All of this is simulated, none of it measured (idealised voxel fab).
Module name: voxel air gaps (process module)
Section cut is 270 nm wide and gridded with 5 nm square cells.
A cross-section is a grid of square cells, given in bands from the top down. A band is one or more rows of cells. The band entry comprises the height of the band's top followed by the height of its bottom, expressed in nm, and subsequently the band's materials from left to right, each stated together with its width in nm. Where a single material is marked with the word "throughout", that material fills the band from edge to edge. The word "air" represents empty space. Below 0: as-received wafer, all one material; heights counted from there. Lowest band: no bottom, goes on down, written "0 and below". Note: "30 to 40" means the width goes from the first number (top row of the band) to the second number (bottom row) in equal steps per row of cells. For the purposes of this document, the phrase "nothing altered" attached to a step denotes that no cell within the cross-section was modified by that step. "Enclosed empty spaces" contains a list of empty spaces, each no smaller than 8 cells and without an open way to the top, written in the form width x height at distance with the distance from the left edge and all three in nm. On a step's line, text after the settings is the simulator commenting on that step. overlay nm: for a step with a mask, the amount by which the mask lay right of where it was planned; a negative amount means left of it.

-- Intended process steps
step 1: RECEIVE (material Si)
step 2: CONFORMAL_DEP (material SiO2; thk nm 10)
step 3: CONFORMAL_DEP (material SiCN; thk nm 5)
step 4: DIRECTIONAL_DEP (material lowk; thk nm 40)
step 5: DIRECTIONAL_DEP (material aC; thk nm 15)
step 6: PATTERN (tone open; mask id LINES; material resist; width nm 15; pitch nm 40; thk nm 35; overlay nm 0)
step 7: DIRECTIONAL_ETCH (etch materials aC; depth nm 15)
step 8: STRIP (etch materials resist)
step 9: DIRECTIONAL_ETCH (etch materials lowk; depth nm 40)
step 10: STRIP (etch materials aC)
step 11: CONFORMAL_DEP (material TiN; thk nm 5)
step 12: FILL_DEP (material W; thk nm 10)
step 13: CMP (height nm 55)
step 14: EPI (material Ru; thk nm 10)
step 15: SELECTIVE_ETCH (etch materials lowk; depth nm 50)
step 16: CONFORMAL_DEP (material SiCN; thk nm 5)

-- First of two wafers, processed according to plan

-- Cross-section, incoming material, after step 1
> 0 and below | Si throughout
> Enclosed empty spaces: none

-- Step 2 complete: cross-section through the wafer
> 10 down to 0 | SiO2 throughout
> Beneath the level 0, the cross-section is identical to its previous state.

-- Step 3 complete: cross-section through the wafer
> 15 down to 10 | SiCN throughout
> Beneath the level 10, the cross-section is identical to its previous state.

-- Step 4 complete: cross-section through the wafer
> 55 down to 15 | lowk throughout
> Beneath the level 15, the cross-section is identical to its previous state.

-- Step 5 complete: cross-section through the wafer
> 70 down to 55 | aC throughout
> Beneath the level 55, the cross-section is identical to its previous state.

-- Step 6 complete: cross-section through the wafer
> 105 down to 70 | 85 resist | 15 air | 25 resist | 15 air | 25 resist | 15 air | 90 resist
> Beneath the level 70, the cross-section is identical to its previous state.

-- Step 7 complete: cross-section through the wafer
> 90 down to 70 | 85 resist | 15 air | 25 resist | 15 air | 25 resist | 15 air | 90 resist
> 70 down to 55 | 85 aC | 15 air | 25 aC | 15 air | 25 aC | 15 air | 90 aC
> Beneath the level 55, the cross-section is identical to its previous state.

-- Step 8 complete: cross-section through the wafer
> 70 down to 55 | 85 aC | 15 air | 25 aC | 15 air | 25 aC | 15 air | 90 aC
> Beneath the level 55, the cross-section is identical to its previous state.

-- Step 9 complete: cross-section through the wafer
> 70 down to 55 | 85 aC | 15 air | 25 aC | 15 air | 25 aC | 15 air | 90 aC
> 55 down to 15 | 85 lowk | 15 air | 25 lowk | 15 air | 25 lowk | 15 air | 90 lowk
> Beneath the level 15, the cross-section is identical to its previous state.

-- Step 10 complete: cross-section through the wafer
> 55 down to 15 | 85 lowk | 15 air | 25 lowk | 15 air | 25 lowk | 15 air | 90 lowk
> Beneath the level 15, the cross-section is identical to its previous state.

-- Step 11 complete: cross-section through the wafer
> 60 down to 55 | 90 TiN | 5 air | 35 TiN | 5 air | 35 TiN | 5 air | 95 TiN
> 55 down to 20 | 85 lowk | 5 TiN | 5 air | 5 TiN | 25 lowk | 5 TiN | 5 air | 5 TiN | 25 lowk | 5 TiN | 5 air | 5 TiN | 90 lowk
> 20 down to 15 | 85 lowk | 15 TiN | 25 lowk | 15 TiN | 25 lowk | 15 TiN | 90 lowk
> Beneath the level 15, the cross-section is identical to its previous state.

-- Step 12 complete: cross-section through the wafer
> 70 down to 60 | W throughout
> 60 down to 55 | 90 TiN | 5 W | 35 TiN | 5 W | 35 TiN | 5 W | 95 TiN
> 55 down to 20 | 85 lowk | 5 TiN | 5 W | 5 TiN | 25 lowk | 5 TiN | 5 W | 5 TiN | 25 lowk | 5 TiN | 5 W | 5 TiN | 90 lowk
> Beneath the level 20, the cross-section is identical to its previous state.

-- Step 13 complete: cross-section through the wafer
> 55 down to 20 | 85 lowk | 5 TiN | 5 W | 5 TiN | 25 lowk | 5 TiN | 5 W | 5 TiN | 25 lowk | 5 TiN | 5 W | 5 TiN | 90 lowk
> Beneath the level 20, the cross-section is identical to its previous state.

-- Step 14 complete: cross-section through the wafer
> 65 down to 55 | 75 air | 35 Ru | 5 air | 35 Ru | 5 air | 35 Ru | 80 air
> Beneath the level 55, the cross-section is identical to its previous state.

-- Step 15 complete: cross-section through the wafer
> 65 down to 55 | 75 air | 35 Ru | 5 air | 35 Ru | 5 air | 35 Ru | 80 air
> 55 down to 20 | 85 air | 5 TiN | 5 W | 5 TiN | 25 air | 5 TiN | 5 W | 5 TiN | 25 air | 5 TiN | 5 W | 5 TiN | 90 air
> 20 down to 15 | 85 air | 15 TiN | 25 air | 15 TiN | 25 air | 15 TiN | 90 air
> Beneath the level 15, the cross-section is identical to its previous state.

-- Step 16 complete: cross-section through the wafer
> 70 down to 65 | 70 air | 125 SiCN | 75 air
> 65 down to 55 | 70 air | 5 SiCN | 35 Ru | 5 SiCN | 35 Ru | 5 SiCN | 35 Ru | 5 SiCN | 75 air
> 55 down to 50 | 70 air | 15 SiCN | 5 TiN | 5 W | 5 TiN | 25 SiCN | 5 TiN | 5 W | 5 TiN | 25 SiCN | 5 TiN | 5 W | 5 TiN | 15 SiCN | 75 air
> 50 down to 20 | 80 air | 5 SiCN | 5 TiN | 5 W | 5 TiN | 5 SiCN | 15 air | 5 SiCN | 5 TiN | 5 W | 5 TiN | 5 SiCN | 15 air | 5 SiCN | 5 TiN | 5 W | 5 TiN | 5 SiCN | 85 air
> 20 down to 15 | 85 SiCN | 15 TiN | 25 SiCN | 15 TiN | 25 SiCN | 15 TiN | 90 SiCN
> Beneath the level 15, the cross-section is identical to its previous state.
> Enclosed empty spaces: 15 x 30 at 105; 15 x 30 at 145

-- Second wafer - shared start and plan with the first - one error in running - same as the first up to step 5 inclusive

-- What the second wafer looks like in cross-section when step 6 should have wrapped up
> 105 down to 70 | 85 air | 15 resist | 25 air | 15 resist | 25 air | 15 resist | 90 air
> Beneath the level 70, the cross-section is identical to its previous state.

-- What the second wafer looks like in cross-section when step 7 should have wrapped up
> 90 down to 70 | 85 air | 15 resist | 25 air | 15 resist | 25 air | 15 resist | 90 air
> 70 down to 55 | 85 air | 15 aC | 25 air | 15 aC | 25 air | 15 aC | 90 air
> Beneath the level 55, the cross-section is identical to its previous state.

-- What the second wafer looks like in cross-section when step 8 should have wrapped up
> 70 down to 55 | 85 air | 15 aC | 25 air | 15 aC | 25 air | 15 aC | 90 air
> Beneath the level 55, the cross-section is identical to its previous state.

-- What the second wafer looks like in cross-section when step 9 should have wrapped up
> 70 down to 55 | 85 air | 15 aC | 25 air | 15 aC | 25 air | 15 aC | 90 air
> 55 down to 15 | 85 air | 15 lowk | 25 air | 15 lowk | 25 air | 15 lowk | 90 air
> Beneath the level 15, the cross-section is identical to its previous state.

-- What the second wafer looks like in cross-section when step 10 should have wrapped up
> 55 down to 15 | 85 air | 15 lowk | 25 air | 15 lowk | 25 air | 15 lowk | 90 air
> Beneath the level 15, the cross-section is identical to its previous state.

-- What the second wafer looks like in cross-section when step 11 should have wrapped up
> 60 down to 55 | 80 air | 25 TiN | 15 air | 25 TiN | 15 air | 25 TiN | 85 air
> 55 down to 20 | 80 air | 5 TiN | 15 lowk | 5 TiN | 15 air | 5 TiN | 15 lowk | 5 TiN | 15 air | 5 TiN | 15 lowk | 5 TiN | 85 air
> 20 down to 15 | 85 TiN | 15 lowk | 25 TiN | 15 lowk | 25 TiN | 15 lowk | 90 TiN
> Beneath the level 15, the cross-section is identical to its previous state.

-- What the second wafer looks like in cross-section when step 12 should have wrapped up
> 70 down to 60 | W throughout
> 60 down to 55 | 80 W | 25 TiN | 15 W | 25 TiN | 15 W | 25 TiN | 85 W
> 55 down to 20 | 80 W | 5 TiN | 15 lowk | 5 TiN | 15 W | 5 TiN | 15 lowk | 5 TiN | 15 W | 5 TiN | 15 lowk | 5 TiN | 85 W
> Beneath the level 20, the cross-section is identical to its previous state.

-- What the second wafer looks like in cross-section when step 13 should have wrapped up
> 55 down to 20 | 80 W | 5 TiN | 15 lowk | 5 TiN | 15 W | 5 TiN | 15 lowk | 5 TiN | 15 W | 5 TiN | 15 lowk | 5 TiN | 85 W
> Beneath the level 20, the cross-section is identical to its previous state.

-- What the second wafer looks like in cross-section when step 14 should have wrapped up
> 65 down to 55 | Ru throughout
> Beneath the level 55, the cross-section is identical to its previous state.

What the second wafer looks like in cross-section when step 15 should have wrapped up: nothing altered

-- What the second wafer looks like in cross-section when step 16 should have wrapped up
> 70 down to 65 | SiCN throughout
> Beneath the level 65, the cross-section is identical to its previous state.
Where did the run depart from the plan? step 6 ran differently from the plan; actual operation with settings: PATTERN (tone cover; mask id LINES; material resist; width nm 15; pitch nm 40; thk nm 35; overlay nm 0)
Final wafer comparison in cells, second versus first, more or fewer per material: Ru: 66 more | SiCN: 76 fewer | TiN: 36 more | W: 252 more | lowk: 72 more
Long story short, the first wafer ends with 2 closed voids and the second one with 0.
